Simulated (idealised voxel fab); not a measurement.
process module | voxel self aligned contacts
cross-section cut | 280 nm wide | cells 5 nm
A cross-section is a grid of square cells, given in bands from the top down. A band is one or more rows of cells.
Each band's line starts with the height of the band's top and of its bottom, in nm. Then come its materials from left to right, each with its width in nm. One material with "throughout" fills the band from edge to edge. "air" is empty space.
Height 0 is the level under which the wafer as received is all one material. The lowest band goes on downwards, as in "0 down".
A width such as "30 to 40" changes by the same amount from each row of cells to the next, from the band's top row to its bottom row.
"no change" after a step means that no cell of the cross-section changed.
closed voids: empty space of 8 cells or more with no open way to the top, each as width x height at its distance from the left edge, in nm
after a step's settings: what the simulator itself notes on the step
overlay nm, on a step with a mask: how far to the right of its planned place the mask lay; to the left if negative
plan
1 op RECEIVE | material Si
2 op CONFORMAL_DEP | material SiO2 | thk nm 5
3 op DIRECTIONAL_DEP | material polySi | thk nm 20
4 op DIRECTIONAL_DEP | material SiN | thk nm 20
5 op MASKED_ETCH | tone cover | mask id GATE | width nm 30 | pitch nm 65 | etch materials SiN | depth nm 20 | overlay nm 0
6 op MASKED_ETCH | tone cover | mask id GATE | width nm 30 | pitch nm 65 | etch materials polySi | depth nm 20 | overlay nm 0
7 op CONFORMAL_DEP | material SiN | thk nm 10
8 op DIRECTIONAL_ETCH | etch materials SiN | depth nm 10
9 op FILL_DEP | material SiO2 | thk nm 15
10 op CMP | height nm 50
11 op PATTERN | tone open | mask id CONTACT | material resist | width nm 45 | pitch nm 65 | thk nm 15 | overlay nm 0
12 op DIRECTIONAL_ETCH | etch materials SiO2 | depth nm 50
13 op STRIP | etch materials resist
14 op CONFORMAL_DEP | material TiN | thk nm 5
15 op FILL_DEP | material Ru | thk nm 10
16 op CMP | height nm 50
17 op CONFORMAL_DEP | material SiN | thk nm 5
first wafer, as planned
as received, after step 1
  0 down: Si throughout
  closed voids: none
after step 2
  5 to 0: SiO2 throughout
  below 0: unchanged
after step 3
  25 to 5: polySi throughout
  below 5: unchanged
after step 4
  45 to 25: SiN throughout
  below 25: unchanged
after step 5
  45 to 25: air 60 | SiN 30 | air 35 | SiN 30 | air 35 | SiN 30 | air 60
  below 25: unchanged
after step 6
  45 to 25: air 60 | SiN 30 | air 35 | SiN 30 | air 35 | SiN 30 | air 60
  25 to 5: air 60 | polySi 30 | air 35 | polySi 30 | air 35 | polySi 30 | air 60
  below 5: unchanged
after step 7
  55 to 25: air 50 | SiN 50 | air 15 | SiN 50 | air 15 | SiN 50 | air 50
  25 to 15: air 50 | SiN 10 | polySi 30 | SiN 10 | air 15 | SiN 10 | polySi 30 | SiN 10 | air 15 | SiN 10 | polySi 30 | SiN 10 | air 50
  15 to 5: SiN 60 | polySi 30 | SiN 35 | polySi 30 | SiN 35 | polySi 30 | SiN 60
  below 5: unchanged
after step 8
  45 to 25: air 50 | SiN 50 | air 15 | SiN 50 | air 15 | SiN 50 | air 50
  25 to 5: air 50 | SiN 10 | polySi 30 | SiN 10 | air 15 | SiN 10 | polySi 30 | SiN 10 | air 15 | SiN 10 | polySi 30 | SiN 10 | air 50
  below 5: unchanged
after step 9
  60 to 45: SiO2 throughout
  45 to 25: SiO2 50 | SiN 50 | SiO2 15 | SiN 50 | SiO2 15 | SiN 50 | SiO2 50
  25 to 5: SiO2 50 | SiN 10 | polySi 30 | SiN 10 | SiO2 15 | SiN 10 | polySi 30 | SiN 10 | SiO2 15 | SiN 10 | polySi 30 | SiN 10 | SiO2 50
  below 5: unchanged
after step 10
  50 to 45: SiO2 throughout
  below 45: unchanged
after step 11
  65 to 50: resist 85 | air 45 | resist 20 | air 45 | resist 85
  below 50: unchanged
after step 12
  65 to 50: resist 85 | air 45 | resist 20 | air 45 | resist 85
  50 to 45: SiO2 85 | air 45 | SiO2 20 | air 45 | SiO2 85
  45 to 25: SiO2 50 | SiN 50 | air 15 | SiN 50 | air 15 | SiN 50 | SiO2 50
  25 to 5: SiO2 50 | SiN 10 | polySi 30 | SiN 10 | air 15 | SiN 10 | polySi 30 | SiN 10 | air 15 | SiN 10 | polySi 30 | SiN 10 | SiO2 50
  5 to 0: SiO2 100 | air 15 | SiO2 50 | air 15 | SiO2 100
  below 0: unchanged
after step 13
  50 to 45: SiO2 85 | air 45 | SiO2 20 | air 45 | SiO2 85
  below 45: unchanged
after step 14
  55 to 50: TiN 90 | air 35 | TiN 30 | air 35 | TiN 90
  50 to 45: SiO2 85 | TiN 20 | air 5 | TiN 20 | SiO2 20 | TiN 20 | air 5 | TiN 20 | SiO2 85
  45 to 25: SiO2 50 | SiN 50 | TiN 5 | air 5 | TiN 5 | SiN 50 | TiN 5 | air 5 | TiN 5 | SiN 50 | SiO2 50
  25 to 5: SiO2 50 | SiN 10 | polySi 30 | SiN 10 | TiN 5 | air 5 | TiN 5 | SiN 10 | polySi 30 | SiN 10 | TiN 5 | air 5 | TiN 5 | SiN 10 | polySi 30 | SiN 10 | SiO2 50
  5 to 0: SiO2 100 | TiN 15 | SiO2 50 | TiN 15 | SiO2 100
  below 0: unchanged
after step 15
  65 to 55: Ru throughout
  55 to 50: TiN 90 | Ru 35 | TiN 30 | Ru 35 | TiN 90
  50 to 45: SiO2 85 | TiN 20 | Ru 5 | TiN 20 | SiO2 20 | TiN 20 | Ru 5 | TiN 20 | SiO2 85
  45 to 25: SiO2 50 | SiN 50 | TiN 5 | Ru 5 | TiN 5 | SiN 50 | TiN 5 | Ru 5 | TiN 5 | SiN 50 | SiO2 50
  25 to 5: SiO2 50 | SiN 10 | polySi 30 | SiN 10 | TiN 5 | Ru 5 | TiN 5 | SiN 10 | polySi 30 | SiN 10 | TiN 5 | Ru 5 | TiN 5 | SiN 10 | polySi 30 | SiN 10 | SiO2 50
  below 5: unchanged
after step 16
  50 to 45: SiO2 85 | TiN 20 | Ru 5 | TiN 20 | SiO2 20 | TiN 20 | Ru 5 | TiN 20 | SiO2 85
  below 45: unchanged
after step 17
  55 to 50: SiN throughout
  below 50: unchanged
second wafer: like start, like plan, one mistake. Through step 4 it matches the first wafer
when step 5 should have ended
  45 to 25: air 65 | SiN 20 | air 45 | SiN 20 | air 45 | SiN 20 | air 65
  below 25: unchanged
when step 6 should have ended
  45 to 25: air 65 | SiN 20 | air 45 | SiN 20 | air 45 | SiN 20 | air 65
  25 to 5: air 60 | polySi 30 | air 35 | polySi 30 | air 35 | polySi 30 | air 60
  below 5: unchanged
when step 7 should have ended
  55 to 35: air 55 | SiN 40 | air 25 | SiN 40 | air 25 | SiN 40 | air 55
  35 to 25: air 50 | SiN 50 | air 15 | SiN 50 | air 15 | SiN 50 | air 50
  25 to 15: air 50 | SiN 10 | polySi 30 | SiN 10 | air 15 | SiN 10 | polySi 30 | SiN 10 | air 15 | SiN 10 | polySi 30 | SiN 10 | air 50
  15 to 5: SiN 60 | polySi 30 | SiN 35 | polySi 30 | SiN 35 | polySi 30 | SiN 60
  below 5: unchanged
when step 8 should have ended
  45 to 25: air 55 | SiN 40 | air 25 | SiN 40 | air 25 | SiN 40 | air 55
  25 to 5: air 50 | SiN 10 | polySi 30 | SiN 10 | air 15 | SiN 10 | polySi 30 | SiN 10 | air 15 | SiN 10 | polySi 30 | SiN 10 | air 50
  below 5: unchanged
when step 9 should have ended
  60 to 45: SiO2 throughout
  45 to 25: SiO2 55 | SiN 40 | SiO2 25 | SiN 40 | SiO2 25 | SiN 40 | SiO2 55
  25 to 5: SiO2 50 | SiN 10 | polySi 30 | SiN 10 | SiO2 15 | SiN 10 | polySi 30 | SiN 10 | SiO2 15 | SiN 10 | polySi 30 | SiN 10 | SiO2 50
  below 5: unchanged
when step 10 should have ended
  50 to 45: SiO2 throughout
  below 45: unchanged
when step 11 should have ended
  65 to 50: resist 85 | air 45 | resist 20 | air 45 | resist 85
  below 50: unchanged
when step 12 should have ended
  65 to 50: resist 85 | air 45 | resist 20 | air 45 | resist 85
  50 to 45: SiO2 85 | air 45 | SiO2 20 | air 45 | SiO2 85
  45 to 25: SiO2 55 | SiN 40 | air 25 | SiN 40 | air 25 | SiN 40 | SiO2 55
  25 to 5: SiO2 50 | SiN 10 | polySi 30 | SiN 10 | air 15 | SiN 10 | polySi 30 | SiN 10 | air 15 | SiN 10 | polySi 30 | SiN 10 | SiO2 50
  5 to 0: SiO2 100 | air 15 | SiO2 50 | air 15 | SiO2 100
  below 0: unchanged
when step 13 should have ended
  50 to 45: SiO2 85 | air 45 | SiO2 20 | air 45 | SiO2 85
  below 45: unchanged
when step 14 should have ended
  55 to 50: TiN 90 | air 35 | TiN 30 | air 35 | TiN 90
  50 to 45: SiO2 85 | TiN 15 | air 15 | TiN 15 | SiO2 20 | TiN 15 | air 15 | TiN 15 | SiO2 85
  45 to 30: SiO2 55 | SiN 40 | TiN 5 | air 15 | TiN 5 | SiN 40 | TiN 5 | air 15 | TiN 5 | SiN 40 | SiO2 55
  30 to 25: SiO2 55 | SiN 40 | TiN 10 | air 5 | TiN 10 | SiN 40 | TiN 10 | air 5 | TiN 10 | SiN 40 | SiO2 55
  25 to 5: SiO2 50 | SiN 10 | polySi 30 | SiN 10 | TiN 5 | air 5 | TiN 5 | SiN 10 | polySi 30 | SiN 10 | TiN 5 | air 5 | TiN 5 | SiN 10 | polySi 30 | SiN 10 | SiO2 50
  5 to 0: SiO2 100 | TiN 15 | SiO2 50 | TiN 15 | SiO2 100
  below 0: unchanged
when step 15 should have ended
  65 to 55: Ru throughout
  55 to 50: TiN 90 | Ru 35 | TiN 30 | Ru 35 | TiN 90
  50 to 45: SiO2 85 | TiN 15 | Ru 15 | TiN 15 | SiO2 20 | TiN 15 | Ru 15 | TiN 15 | SiO2 85
  45 to 30: SiO2 55 | SiN 40 | TiN 5 | Ru 15 | TiN 5 | SiN 40 | TiN 5 | Ru 15 | TiN 5 | SiN 40 | SiO2 55
  30 to 25: SiO2 55 | SiN 40 | TiN 10 | Ru 5 | TiN 10 | SiN 40 | TiN 10 | Ru 5 | TiN 10 | SiN 40 | SiO2 55
  25 to 5: SiO2 50 | SiN 10 | polySi 30 | SiN 10 | TiN 5 | Ru 5 | TiN 5 | SiN 10 | polySi 30 | SiN 10 | TiN 5 | Ru 5 | TiN 5 | SiN 10 | polySi 30 | SiN 10 | SiO2 50
  below 5: unchanged
when step 16 should have ended
  50 to 45: SiO2 85 | TiN 15 | Ru 15 | TiN 15 | SiO2 20 | TiN 15 | Ru 15 | TiN 15 | SiO2 85
  below 45: unchanged
when step 17 should have ended
  55 to 50: SiN throughout
  below 50: unchanged
what went wrong: step 5 ran as: op MASKED_ETCH | tone cover | mask id GATE | width nm 20 | pitch nm 65 | etch materials SiN | depth nm 20 | overlay nm 0
at the end the second wafer has, in cells: 16 more of Ru | 24 fewer of SiN | 8 more of SiO2
